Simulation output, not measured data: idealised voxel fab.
process module | voxel air gaps
cross-section cut | 235 nm wide | cells 5 nm
A cross-section is a grid of square cells, given in bands from the top down. A band is one or more rows of cells.
Each band's line starts with the height of the band's top and of its bottom, in nm. Then come its materials from left to right, each with its width in nm. One material with "throughout" fills the band from edge to edge. "air" is empty space.
Height 0 is the level under which the wafer as received is all one material. The lowest band goes on downwards, as in "0 down".
A width such as "30 to 40" changes by the same amount from each row of cells to the next, from the band's top row to its bottom row.
"no change" after a step means that no cell of the cross-section changed.
closed voids: empty space of 8 cells or more with no open way to the top, each as width x height at its distance from the left edge, in nm
after a step's settings: what the simulator itself notes on the step
overlay nm, on a step with a mask: how far to the right of its planned place the mask lay; to the left if negative
plan
1 op RECEIVE | material Si
2 op CONFORMAL_DEP | material SiO2 | thk nm 10
3 op CONFORMAL_DEP | material SiN | thk nm 5
4 op DIRECTIONAL_DEP | material SiO2 | thk nm 40
5 op MASKED_ETCH | tone open | mask id LINES | width nm 25 | pitch nm 55 | etch materials SiO2 | depth nm 40 | overlay nm 0
6 op CONFORMAL_DEP | material TiN | thk nm 5
7 op FILL_DEP | material Ru | thk nm 5
8 op CMP | height nm 55
9 op EPI | material Ru | thk nm 10
10 op SELECTIVE_ETCH | etch materials SiO2 | depth nm 50
11 op CONFORMAL_DEP | material SiCN | thk nm 5
first wafer, as planned
as received, after step 1
  0 down: Si throughout
  closed voids: none
after step 2
  10 to 0: SiO2 throughout
  below 0: unchanged
after step 3
  15 to 10: SiN throughout
  below 10: unchanged
after step 4
  55 to 15: SiO2 throughout
  below 15: unchanged
after step 5
  55 to 15: SiO2 20 | air 25 | SiO2 30 | air 25 | SiO2 30 | air 25 | SiO2 30 | air 25 | SiO2 25
  below 15: unchanged
after step 6
  60 to 55: TiN 25 | air 15 | TiN 40 | air 15 | TiN 40 | air 15 | TiN 40 | air 15 | TiN 30
  55 to 20: SiO2 20 | TiN 5 | air 15 | TiN 5 | SiO2 30 | TiN 5 | air 15 | TiN 5 | SiO2 30 | TiN 5 | air 15 | TiN 5 | SiO2 30 | TiN 5 | air 15 | TiN 5 | SiO2 25
  20 to 15: SiO2 20 | TiN 25 | SiO2 30 | TiN 25 | SiO2 30 | TiN 25 | SiO2 30 | TiN 25 | SiO2 25
  below 15: unchanged
after step 7
  65 to 60: Ru throughout
  60 to 55: TiN 25 | Ru 15 | TiN 40 | Ru 15 | TiN 40 | Ru 15 | TiN 40 | Ru 15 | TiN 30
  55 to 20: SiO2 20 | TiN 5 | Ru 15 | TiN 5 | SiO2 30 | TiN 5 | Ru 15 | TiN 5 | SiO2 30 | TiN 5 | Ru 15 | TiN 5 | SiO2 30 | TiN 5 | Ru 15 | TiN 5 | SiO2 25
  below 20: unchanged
after step 8
  55 to 20: SiO2 20 | TiN 5 | Ru 15 | TiN 5 | SiO2 30 | TiN 5 | Ru 15 | TiN 5 | SiO2 30 | TiN 5 | Ru 15 | TiN 5 | SiO2 30 | TiN 5 | Ru 15 | TiN 5 | SiO2 25
  below 20: unchanged
after step 9
  65 to 55: air 10 | Ru 45 | air 10 | Ru 45 | air 10 | Ru 45 | air 10 | Ru 45 | air 15
  below 55: unchanged
after step 10
  65 to 55: air 10 | Ru 45 | air 10 | Ru 45 | air 10 | Ru 45 | air 10 | Ru 45 | air 15
  55 to 20: air 20 | TiN 5 | Ru 15 | TiN 5 | air 30 | TiN 5 | Ru 15 | TiN 5 | air 30 | TiN 5 | Ru 15 | TiN 5 | air 30 | TiN 5 | Ru 15 | TiN 5 | air 25
  20 to 15: air 20 | TiN 25 | air 30 | TiN 25 | air 30 | TiN 25 | air 30 | TiN 25 | air 25
  below 15: unchanged
after step 11
  70 to 65: air 5 | SiCN 220 | air 10
  65 to 55: air 5 | SiCN 5 | Ru 45 | SiCN 10 | Ru 45 | SiCN 10 | Ru 45 | SiCN 10 | Ru 45 | SiCN 5 | air 10
  55 to 50: air 5 | SiCN 15 | TiN 5 | Ru 15 | TiN 5 | SiCN 30 | TiN 5 | Ru 15 | TiN 5 | SiCN 30 | TiN 5 | Ru 15 | TiN 5 | SiCN 30 | TiN 5 | Ru 15 | TiN 5 | SiCN 15 | air 10
  50 to 20: air 15 | SiCN 5 | TiN 5 | Ru 15 | TiN 5 | SiCN 5 | air 20 | SiCN 5 | TiN 5 | Ru 15 | TiN 5 | SiCN 5 | air 20 | SiCN 5 | TiN 5 | Ru 15 | TiN 5 | SiCN 5 | air 20 | SiCN 5 | TiN 5 | Ru 15 | TiN 5 | SiCN 5 | air 20
  20 to 15: SiCN 20 | TiN 25 | SiCN 30 | TiN 25 | SiCN 30 | TiN 25 | SiCN 30 | TiN 25 | SiCN 25
  below 15: unchanged
  closed voids: 20 x 30 at 50; 20 x 30 at 105; 20 x 30 at 160
second wafer: like start, like plan, one mistake. Through step 7 it matches the first wafer
when step 8 should have ended
  60 to 55: TiN 25 | Ru 15 | TiN 40 | Ru 15 | TiN 40 | Ru 15 | TiN 40 | Ru 15 | TiN 30
  below 55: unchanged
when step 9 should have ended
  70 to 60: Ru throughout
  below 60: unchanged
when step 10 should have ended: no change
when step 11 should have ended
  75 to 70: SiCN throughout
  below 70: unchanged
what went wrong: step 8 ran as: op CMP | height nm 60
at the end the second wafer has, in cells: 34 more of Ru | 112 fewer of SiCN | 216 more of SiO2 | 35 more of TiN
closed voids at the end (first wafer, second wafer): 3, 0
